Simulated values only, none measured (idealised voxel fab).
Module name: voxel spacer lines (process module)
The cross-section shown here is cut; it is 275 nm wide and divided into square cells measuring 5 nm on a side.
We lay out every cross-section as a grid of square cells and spell it out in bands from the top down, where one band means one or more rows of cells. In this notation a band is specified by the heights of its top and bottom, in that order and in nm, after which its materials appear from left to right, each paired with its width in nm. The word "edge to edge" attached to a single material means that material fills the band from edge to edge; the word "blank" stands for empty space. Ref level 0: as-received wafer is one material below here. Bottom band extends down with no lower bound ("top 0, no bottom"). A width given as "30->40" starts at the first number in the band's top row and ends at the second number in its bottom row, shifting by an equal amount at every step from row to row. "no alteration" for a step: no cell of the cross-section changed in that step. "Entrapped void list" means: voids of 8 cells or more that are shut off from the top with no open way through. Written width x height at distance, distance from the left edge, in nm. On each step's line, the part that comes after the settings is the simulator's own comment on the step. A step line may carry the setting "overlay nm", which, for steps involving a mask, states the distance by which the mask lay to the right of its intended position; negative values denote displacement to the left.
**Planned step list for the process**
1. RECEIVE [material Si]
2. CONFORMAL_DEP [material SiO2] [thk nm 5]
3. DIRECTIONAL_DEP [material TiN] [thk nm 20]
4. DIRECTIONAL_DEP [material polySi] [thk nm 30]
5. PATTERN [tone cover] [mask id MANDREL] [material resist] [width nm 15] [pitch nm 60] [thk nm 40] [overlay nm 0]
6. DIRECTIONAL_ETCH [etch materials polySi] [depth nm 30]
7. STRIP [etch materials resist]
8. CONFORMAL_DEP [material SiN] [thk nm 15]
9. DIRECTIONAL_ETCH [etch materials SiN] [depth nm 15]
10. STRIP [etch materials polySi]
11. DIRECTIONAL_ETCH [etch materials TiN] [depth nm 20]
12. STRIP [etch materials SiN]
**Cross-section: wafer on arrival = after step 1**
top 0, no bottom | Si edge to edge
Entrapped void list: none
**Wafer cross-section at module end: first of two, run to plan**
top 25, bottom 5 | blank=55 / TiN=15 / blank=15 / TiN=15 / blank=15 / TiN=15 / blank=15 / TiN=15 / blank=15 / TiN=15 / blank=15 / TiN=15 / blank=55
top 5, bottom 0 | SiO2 edge to edge
top 0, no bottom | Si edge to edge
Entrapped void list: none
**Cross-section of the latter of the two wafers at module completion. It had an identical start and an identical plan to the former; in running it, one mistake was made**
top 25, bottom 5 | blank=50 / TiN=15 / blank=15 / TiN=15 / blank=15 / TiN=15 / blank=15 / TiN=15 / blank=15 / TiN=15 / blank=15 / TiN=15 / blank=60
top 5, bottom 0 | SiO2 edge to edge
top 0, no bottom | Si edge to edge
Entrapped void list: none
Where did the run depart from the plan? step 5 did not use the planned setting and instead ran as PATTERN [tone cover] [mask id MANDREL] [material resist] [width nm 15] [pitch nm 60] [thk nm 40] [overlay nm -5]
at the end the second wafer has, in cells: as many of each material as the first, in other places
